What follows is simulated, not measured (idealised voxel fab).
A process module follows: voxel trench capacitor.
Cross-section cut: width 265 nm, square cells of 5 nm.
Format of a cross-section: grid, square cells. Given as bands. Order: top down. Band: one or more rows of cells. A band entry consists of two parts. The first gives the height of the band's top and the height of its bottom, in nm. The rest lists the band's materials from left to right, each with its width in nm. A single material labelled with the word "edge to edge" fills the band from edge to edge, and the word "air" marks empty space. Heights are expressed relative to 0, this being the level below which the as-received wafer comprises one material exclusively. The lowest band is unbounded in the downward direction and is denoted as in "0..down". A width such as "30..40" changes by the same amount from each row of cells to the next, from the band's top row to its bottom row. Reading "nothing altered" for a step: not a cell of the cross-section changed in it. In "Entrapped voids" the enclosed voids are listed, meaning empty spaces of 8 cells or larger without any opening to the top. The form is width x height at distance, distance from the left edge, units nm. Step line, after settings: the simulator's comment on this step. "overlay nm" on a masked step: distance the mask lay right of its planned place, negative for left.
The steps planned for the process are as follows
- 1: RECEIVE | material Si
- 2: CONFORMAL_DEP | material SiN | thk nm 5
- 3: MASKED_ETCH | tone open | mask id TRENCH | width nm 30 | pitch nm 55 | etch materials SiN | depth nm 5 | overlay nm 0
- 4: MASKED_ETCH | tone open | mask id TRENCH | width nm 30 | pitch nm 55 | etch materials Si | depth nm 25 | overlay nm 0
- 5: CONFORMAL_DEP | material HfO2 | thk nm 5
- 6: CONFORMAL_DEP | material TiN | thk nm 5
- 7: FILL_DEP | material W | thk nm 5
- 8: CMP | height nm 5
Step 1 complete: cross-section of the wafer as received
	0..down | Si edge to edge
	Entrapped voids: none
This is how the wafer looks in cross-section once the module is done, given the starting state and plan above and one mistake in carrying the plan out
	5..0 | SiN=60; HfO2=5; TiN=5; W=10; TiN=5; HfO2=5; SiN=25; HfO2=5; TiN=5; W=10; TiN=5; HfO2=5; SiN=25; HfO2=5; TiN=5; W=10; TiN=5; HfO2=5; SiN=65
	0..-40 | Si=60; HfO2=5; TiN=5; W=10; TiN=5; HfO2=5; Si=25; HfO2=5; TiN=5; W=10; TiN=5; HfO2=5; Si=25; HfO2=5; TiN=5; W=10; TiN=5; HfO2=5; Si=65
	-40..-45 | Si=60; HfO2=5; TiN=20; HfO2=5; Si=25; HfO2=5; TiN=20; HfO2=5; Si=25; HfO2=5; TiN=20; HfO2=5; Si=65
	-45..-50 | Si=60; HfO2=30; Si=25; HfO2=30; Si=25; HfO2=30; Si=65
	-50..down | Si edge to edge
	Entrapped voids: none
Heads up, the wafer didn't run the way we planned it: heads up, step 4 of the plan got done twice
